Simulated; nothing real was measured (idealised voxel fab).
Documented hereafter: the process module known as voxel double patterning.
It is cross-section cut that appears here, measuring 285 nm in width, its square cells being 5 nm in size.
Each cross-section below is a grid of square cells, stated as bands in top-down order, with one or more rows of cells making up each band. For a band, the entry starts with two heights in nm, that of the top and then that of the bottom, and carries on with the band's materials in order from left to right, each alongside its width in nm; the word "everywhere" beside a single material means it fills the band edge to edge, and "blank" means empty space. For the purposes of this specification, 0 denotes the height below which the wafer in its as-received condition is composed wholly of one material, and the lowermost band, lacking a lower limit, extends downward without end, as expressed in "top 0, no bottom". With a width like "30 to 40", each row of cells in the band differs from the next by the same amount, the top row carrying the first number and the bottom row the second. For the purposes of this document, the phrase "nothing changed" attached to a step denotes that no cell within the cross-section was modified by that step. You'll see "Entrapped void list" listing empty spaces that have no way open to the top, as long as they're 8 cells or more; the notation is width x height at distance, where the distance is from the left edge, and all of it is in nm. If you see something after the settings on a step's line, that's the simulator's own remark about that step. Steps that use a mask can have "overlay nm" on their line. It says how far the mask sat to the right of where it was meant to be. Negative means to the left.
Steps in the process plan:
1 RECEIVE, material Si
2 CONFORMAL_DEP, material SiO2, thk nm 5
3 DIRECTIONAL_DEP, material W, thk nm 10
4 DIRECTIONAL_DEP, material SiCN, thk nm 10
5 MASKED_ETCH, tone open, mask id FIRST, width nm 15, pitch nm 50, etch materials SiCN, depth nm 10, overlay nm 0
6 DIRECTIONAL_DEP, material aC, thk nm 15
7 PATTERN, tone open, mask id SECOND, material resist, width nm 15, thk nm 30, overlay nm 0
8 DIRECTIONAL_ETCH, etch materials aC, depth nm 15
9 STRIP, etch materials resist
10 DIRECTIONAL_ETCH, etch materials SiCN, depth nm 10
11 STRIP, etch materials aC
12 DIRECTIONAL_ETCH, etch materials W, depth nm 10
13 STRIP, etch materials SiCN
Wafer as received: cross-section following step 1:
> top 0, no bottom = Si everywhere
> Entrapped void list: none
Here's the cross-section of the first of our two wafers at the end of the module - it ran as planned:
> top 15, bottom 5 = W 110; blank 15; W 10; blank 15; W 10; blank 15; W 110
> top 5, bottom 0 = SiO2 everywhere
> top 0, no bottom = Si everywhere
> Entrapped void list: none
End of module, second wafer, cross-section. Started like the first, planned like the first, run with one mistake:
> top 15, bottom 0 = SiO2 everywhere
> top 0, no bottom = Si everywhere
> Entrapped void list: none
Deviation noted in wafer processing: step 3 was not run as planned; what actually ran was DIRECTIONAL_DEP, material SiO2, thk nm 10
Wafer comparison, final, in cells, second relative to first, materials more or fewer: SiO2 +114, W -96
